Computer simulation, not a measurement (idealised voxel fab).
Process module name: voxel double patterning
For reference, the cross-section in this document is cut, with width 150 nm and square cells of 5 nm.
Square cells in a grid make up a cross-section in this document, and the grid is given as bands, listed from the top down, each one or more rows of cells. Look at the band entry: it leads with the top's height and the bottom's height in nm. Then it lists the materials left to right, with a width in nm for each. The word "everywhere" on a single material says that material fills the band edge to edge. The word "air" is empty space. Height reference: 0 = level under which incoming wafer is all one material. Lowest band: no bottom, runs on downward, e.g. "top 0, no bottom". Top row gets the first number, bottom row gets the second, and each row in between changes by the same step: that is how a band width like "30..40" works. "stayed the same", as given for a step, is the statement that not any cell of the cross-section underwent a change during that step. Listed in "Closed void register": every empty space of 8 or more cells without an open way to the top. Form: width x height at distance, the distance being from the left edge, all in nm. Past the settings on a step's line: simulator remark, on that step. The line of a step may include "overlay nm". On a step with a mask, this value is how far to the right of its planned place the mask lay. A negative value means the mask lay to the left.

The following list gives the planned process steps:
1: RECEIVE: material Si
2: CONFORMAL_DEP: material SiO2, thk nm 10
3: DIRECTIONAL_DEP: material TiN, thk nm 10
4: DIRECTIONAL_DEP: material SiN, thk nm 5
5: MASKED_ETCH: tone open, mask id FIRST, width nm 15, pitch nm 50, etch materials SiN, depth nm 5, overlay nm 0
6: DIRECTIONAL_DEP: material aC, thk nm 15
7: PATTERN: tone open, mask id SECOND, material resist, width nm 15, pitch nm 50, thk nm 35, overlay nm 0
8: DIRECTIONAL_ETCH: etch materials aC, depth nm 15
9: STRIP: etch materials resist
10: DIRECTIONAL_ETCH: etch materials SiN, depth nm 5
11: STRIP: etch materials aC
12: DIRECTIONAL_ETCH: etch materials TiN, depth nm 10
13: STRIP: etch materials SiN

First out of two wafers; run went to plan:

Cross-section: wafer on arrival = after step 1:
* top 0, no bottom = Si everywhere
* Closed void register: none

Presented here is a cross-section of the wafer after step 2 has been performed:
* top 10, bottom 0 = SiO2 everywhere
* For the remainder of the cross-section, below 0, there is no change.

Presented here is a cross-section of the wafer after step 3 has been performed:
* top 20, bottom 10 = TiN everywhere
* For the remainder of the cross-section, below 10, there is no change.

Presented here is a cross-section of the wafer after step 4 has been performed:
* top 25, bottom 20 = SiN everywhere
* For the remainder of the cross-section, below 20, there is no change.

Presented here is a cross-section of the wafer after step 5 has been performed:
* top 25, bottom 20 = SiN 15 nm | air 15 nm | SiN 35 nm | air 15 nm | SiN 35 nm | air 15 nm | SiN 20 nm
* For the remainder of the cross-section, below 20, there is no change.

Presented here is a cross-section of the wafer after step 6 has been performed:
* top 40, bottom 35 = aC 15 nm | air 15 nm | aC 35 nm | air 15 nm | aC 35 nm | air 15 nm | aC 20 nm
* top 35, bottom 25 = aC everywhere
* top 25, bottom 20 = SiN 15 nm | aC 15 nm | SiN 35 nm | aC 15 nm | SiN 35 nm | aC 15 nm | SiN 20 nm
* For the remainder of the cross-section, below 20, there is no change.

Presented here is a cross-section of the wafer after step 7 has been performed:
* top 75, bottom 40 = resist 40 nm | air 15 nm | resist 35 nm | air 15 nm | resist 45 nm
* top 40, bottom 35 = aC 15 nm | resist 15 nm | aC 35 nm | resist 15 nm | aC 35 nm | resist 15 nm | aC 20 nm
* For the remainder of the cross-section, below 35, there is no change.

Presented here is a cross-section of the wafer after step 8 has been performed:
* top 60, bottom 40 = resist 40 nm | air 15 nm | resist 35 nm | air 15 nm | resist 45 nm
* top 40, bottom 35 = aC 15 nm | resist 15 nm | aC 10 nm | air 15 nm | aC 10 nm | resist 15 nm | aC 10 nm | air 15 nm | aC 10 nm | resist 15 nm | aC 20 nm
* top 35, bottom 25 = aC 40 nm | air 15 nm | aC 35 nm | air 15 nm | aC 45 nm
* For the remainder of the cross-section, below 25, there is no change.

Presented here is a cross-section of the wafer after step 9 has been performed:
* top 40, bottom 35 = aC 15 nm | air 15 nm | aC 10 nm | air 15 nm | aC 10 nm | air 15 nm | aC 10 nm | air 15 nm | aC 10 nm | air 15 nm | aC 20 nm
* For the remainder of the cross-section, below 35, there is no change.

Presented here is a cross-section of the wafer after step 10 has been performed:
* top 40, bottom 35 = aC 15 nm | air 15 nm | aC 10 nm | air 15 nm | aC 10 nm | air 15 nm | aC 10 nm | air 15 nm | aC 10 nm | air 15 nm | aC 20 nm
* top 35, bottom 25 = aC 40 nm | air 15 nm | aC 35 nm | air 15 nm | aC 45 nm
* top 25, bottom 20 = SiN 15 nm | aC 15 nm | SiN 10 nm | air 15 nm | SiN 10 nm | aC 15 nm | SiN 10 nm | air 15 nm | SiN 10 nm | aC 15 nm | SiN 20 nm
* For the remainder of the cross-section, below 20, there is no change.

Presented here is a cross-section of the wafer after step 11 has been performed:
* top 25, bottom 20 = SiN 15 nm | air 15 nm | SiN 10 nm | air 15 nm | SiN 10 nm | air 15 nm | SiN 10 nm | air 15 nm | SiN 10 nm | air 15 nm | SiN 20 nm
* For the remainder of the cross-section, below 20, there is no change.

Presented here is a cross-section of the wafer after step 12 has been performed:
* top 25, bottom 20 = SiN 15 nm | air 15 nm | SiN 10 nm | air 15 nm | SiN 10 nm | air 15 nm | SiN 10 nm | air 15 nm | SiN 10 nm | air 15 nm | SiN 20 nm
* top 20, bottom 10 = TiN 15 nm | air 15 nm | TiN 10 nm | air 15 nm | TiN 10 nm | air 15 nm | TiN 10 nm | air 15 nm | TiN 10 nm | air 15 nm | TiN 20 nm
* For the remainder of the cross-section, below 10, there is no change.

Presented here is a cross-section of the wafer after step 13 has been performed:
* top 20, bottom 10 = TiN 15 nm | air 15 nm | TiN 10 nm | air 15 nm | TiN 10 nm | air 15 nm | TiN 10 nm | air 15 nm | TiN 10 nm | air 15 nm | TiN 20 nm
* For the remainder of the cross-section, below 10, there is no change.

Companion wafer, the second of two: same beginning, same intended sequence, one mistake in carrying it out; through step 6 inclusive it tracks the first exactly:

Here is the second wafer in cross-section at the point where step 7 of the plan should have been done:
* top 75, bottom 40 = resist 35 nm | air 25 nm | resist 25 nm | air 25 nm | resist 40 nm
* top 40, bottom 35 = aC 15 nm | resist 15 nm | aC 35 nm | resist 15 nm | aC 35 nm | resist 15 nm | aC 20 nm
* For the remainder of the cross-section, below 35, there is no change.

Here is the second wafer in cross-section at the point where step 8 of the plan should have been done:
* top 60, bottom 40 = resist 35 nm | air 25 nm | resist 25 nm | air 25 nm | resist 40 nm
* top 40, bottom 35 = aC 15 nm | resist 15 nm | aC 5 nm | air 25 nm | aC 5 nm | resist 15 nm | aC 5 nm | air 25 nm | aC 5 nm | resist 15 nm | aC 20 nm
* top 35, bottom 25 = aC 35 nm | air 25 nm | aC 25 nm | air 25 nm | aC 40 nm
* For the remainder of the cross-section, below 25, there is no change.

Here is the second wafer in cross-section at the point where step 9 of the plan should have been done:
* top 40, bottom 35 = aC 15 nm | air 15 nm | aC 5 nm | air 25 nm | aC 5 nm | air 15 nm | aC 5 nm | air 25 nm | aC 5 nm | air 15 nm | aC 20 nm
* For the remainder of the cross-section, below 35, there is no change.

Here is the second wafer in cross-section at the point where step 10 of the plan should have been done:
* top 40, bottom 35 = aC 15 nm | air 15 nm | aC 5 nm | air 25 nm | aC 5 nm | air 15 nm | aC 5 nm | air 25 nm | aC 5 nm | air 15 nm | aC 20 nm
* top 35, bottom 25 = aC 35 nm | air 25 nm | aC 25 nm | air 25 nm | aC 40 nm
* top 25, bottom 20 = SiN 15 nm | aC 15 nm | SiN 5 nm | air 25 nm | SiN 5 nm | aC 15 nm | SiN 5 nm | air 25 nm | SiN 5 nm | aC 15 nm | SiN 20 nm
* For the remainder of the cross-section, below 20, there is no change.

Here is the second wafer in cross-section at the point where step 11 of the plan should have been done:
* top 25, bottom 20 = SiN 15 nm | air 15 nm | SiN 5 nm | air 25 nm | SiN 5 nm | air 15 nm | SiN 5 nm | air 25 nm | SiN 5 nm | air 15 nm | SiN 20 nm
* For the remainder of the cross-section, below 20, there is no change.

Here is the second wafer in cross-section at the point where step 12 of the plan should have been done:
* top 25, bottom 20 = SiN 15 nm | air 15 nm | SiN 5 nm | air 25 nm | SiN 5 nm | air 15 nm | SiN 5 nm | air 25 nm | SiN 5 nm | air 15 nm | SiN 20 nm
* top 20, bottom 10 = TiN 15 nm | air 15 nm | TiN 5 nm | air 25 nm | TiN 5 nm | air 15 nm | TiN 5 nm | air 25 nm | TiN 5 nm | air 15 nm | TiN 20 nm
* For the remainder of the cross-section, below 10, there is no change.

Here is the second wafer in cross-section at the point where step 13 of the plan should have been done:
* top 20, bottom 10 = TiN 15 nm | air 15 nm | TiN 5 nm | air 25 nm | TiN 5 nm | air 15 nm | TiN 5 nm | air 25 nm | TiN 5 nm | air 15 nm | TiN 20 nm
* For the remainder of the cross-section, below 10, there is no change.
Run error: step 7 did not happen as planned, as run it was PATTERN: tone open, mask id SECOND, material resist, width nm 25, pitch nm 50, thk nm 35, overlay nm 0
Heads up, by the end the second wafer has more or fewer cells of some materials compared to the first: 8 fewer of TiN
